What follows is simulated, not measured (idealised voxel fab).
process module | voxel gate over fins
cross-section cut | 285 nm wide | cells 5 nm
A cross-section is a grid of square cells, given in bands from the top down. A band is one or more rows of cells.
Each band's line starts with the height of the band's top and of its bottom, in nm. Then come its materials from left to right, each with its width in nm. One material with "throughout" fills the band from edge to edge. "air" is empty space.
Height 0 is the level under which the wafer as received is all one material. The lowest band goes on downwards, as in "0 down".
A width such as "30 to 40" changes by the same amount from each row of cells to the next, from the band's top row to its bottom row.
"no change" after a step means that no cell of the cross-section changed.
closed voids: empty space of 8 cells or more with no open way to the top, each as width x height at its distance from the left edge, in nm
after a step's settings: what the simulator itself notes on the step
overlay nm, on a step with a mask: how far to the right of its planned place the mask lay; to the left if negative
plan
1 op RECEIVE | material Si
2 op CONFORMAL_DEP | material SiN | thk nm 5
3 op DIRECTIONAL_DEP | material aC | thk nm 15
4 op PATTERN | tone cover | mask id FINS | material resist | width nm 15 | pitch nm 50 | thk nm 30 | overlay nm 0
5 op DIRECTIONAL_ETCH | etch materials aC | depth nm 15
6 op STRIP | etch materials resist
7 op DIRECTIONAL_ETCH | etch materials SiN | depth nm 5
8 op DIRECTIONAL_ETCH | etch materials Si | depth nm 40
9 op STRIP | etch materials aC
10 op FILL_DEP | material SiO2 | thk nm 10
11 op CMP | height nm 5
12 op DIRECTIONAL_DEP | material aC | thk nm 15
13 op PATTERN | tone open | mask id RAIL | material resist | width nm 15 | thk nm 35 | overlay nm 0
14 op DIRECTIONAL_ETCH | etch materials aC | depth nm 15
15 op STRIP | etch materials resist
16 op DIRECTIONAL_ETCH | etch materials SiO2 | depth nm 40
17 op STRIP | etch materials aC
18 op CONFORMAL_DEP | material TiN | thk nm 5
19 op FILL_DEP | material W | thk nm 5
20 op CMP | height nm 5
21 op SELECTIVE_ETCH | etch materials W Ru TiN | depth nm 20
22 op FILL_DEP | material SiO2 | thk nm 5
23 op CMP | height nm 5
24 op SELECTIVE_ETCH | etch materials SiO2 | depth nm 15
25 op STRIP | etch materials SiN
26 op CONFORMAL_DEP | material HfO2 | thk nm 5
27 op CONFORMAL_DEP | material TiN | thk nm 5
28 op CONFORMAL_DEP | material TiAl | thk nm 5
29 op CONFORMAL_DEP | material TiN | thk nm 5
30 op FILL_DEP | material W | thk nm 10
31 op CMP | height nm 25
32 op CONFORMAL_DEP | material SiN | thk nm 10
varied across the wafers: thk nm of step 18. The plan shows the first wafer's value. All wafers start alike
first wafer as received, after step 1
  0 down: Si throughout
  closed voids: none
first wafer at the end, after step 32
  35 to 25: SiN throughout
  25 to 20: W throughout
  20 to 15: W 65 | TiN 155 | W 65
  15 to 10: W 65 | TiN 5 | TiAl 45 | TiN 5 | TiAl 45 | TiN 5 | TiAl 45 | TiN 5 | W 65
  10 to 5: TiN 70 | TiAl 5 | TiN 35 | TiAl 5 | TiN 5 | TiAl 5 | TiN 35 | TiAl 5 | TiN 5 | TiAl 5 | TiN 35 | TiAl 5 | TiN 70
  5 to 0: TiAl 75 | TiN 5 | HfO2 25 | TiN 5 | TiAl 15 | TiN 5 | HfO2 25 | TiN 5 | TiAl 15 | TiN 5 | HfO2 25 | TiN 5 | TiAl 75
  0 to -5: TiN 80 | HfO2 5 | Si 15 | HfO2 5 | TiN 25 | HfO2 5 | Si 15 | HfO2 5 | TiN 25 | HfO2 5 | Si 15 | HfO2 5 | TiN 80
  -5 to -10: HfO2 85 | Si 15 | HfO2 35 | Si 15 | HfO2 35 | Si 15 | HfO2 85
  -10 to -15: SiO2 85 | Si 15 | SiO2 35 | Si 15 | SiO2 35 | Si 15 | SiO2 85
  -15 to -30: SiO2 85 | Si 15 | SiO2 10 | TiN 5 | W 5 | TiN 5 | SiO2 10 | Si 15 | SiO2 35 | Si 15 | SiO2 85
  -30 to -35: SiO2 85 | Si 15 | SiO2 10 | TiN 15 | SiO2 10 | Si 15 | SiO2 35 | Si 15 | SiO2 85
  -35 to -40: SiO2 85 | Si 15 | SiO2 35 | Si 15 | SiO2 35 | Si 15 | SiO2 85
  -40 down: Si throughout
  closed voids: none
last wafer at the end
  35 to 25: SiN throughout
  25 to 20: W throughout
  20 to 15: W 65 | TiN 155 | W 65
  15 to 10: W 65 | TiN 5 | TiAl 45 | TiN 5 | TiAl 45 | TiN 5 | TiAl 45 | TiN 5 | W 65
  10 to 5: TiN 70 | TiAl 5 | TiN 35 | TiAl 5 | TiN 5 | TiAl 5 | TiN 35 | TiAl 5 | TiN 5 | TiAl 5 | TiN 35 | TiAl 5 | TiN 70
  5 to 0: TiAl 75 | TiN 5 | HfO2 25 | TiN 5 | TiAl 15 | TiN 5 | HfO2 25 | TiN 5 | TiAl 15 | TiN 5 | HfO2 25 | TiN 5 | TiAl 75
  0 to -5: TiN 80 | HfO2 5 | Si 15 | HfO2 5 | TiN 25 | HfO2 5 | Si 15 | HfO2 5 | TiN 25 | HfO2 5 | Si 15 | HfO2 5 | TiN 80
  -5 to -10: HfO2 85 | Si 15 | HfO2 35 | Si 15 | HfO2 35 | Si 15 | HfO2 85
  -10 to -15: SiO2 85 | Si 15 | SiO2 35 | Si 15 | SiO2 35 | Si 15 | SiO2 85
  -15 to -35: SiO2 85 | Si 15 | SiO2 10 | TiN 15 | SiO2 10 | Si 15 | SiO2 35 | Si 15 | SiO2 85
  -35 to -40: SiO2 85 | Si 15 | SiO2 35 | Si 15 | SiO2 35 | Si 15 | SiO2 85
  -40 down: Si throughout
  closed voids: none
each wafer at the end: cells of each material gained (+) or lost (-) since it was received, then its closed voids
thk nm 5 | +69 HfO2 | -384 Si | +114 SiN | +276 SiO2 | +69 TiAl | +143 TiN | +112 W | closed voids: none
thk nm 10 | +69 HfO2 | -384 Si | +114 SiN | +276 SiO2 | +69 TiAl | +146 TiN | +109 W | closed voids: none
thk nm 15 | +69 HfO2 | -384 Si | +114 SiN | +276 SiO2 | +69 TiAl | +146 TiN | +109 W | closed voids: none
thk nm 20 | +69 HfO2 | -384 Si | +114 SiN | +276 SiO2 | +69 TiAl | +146 TiN | +109 W | closed voids: none
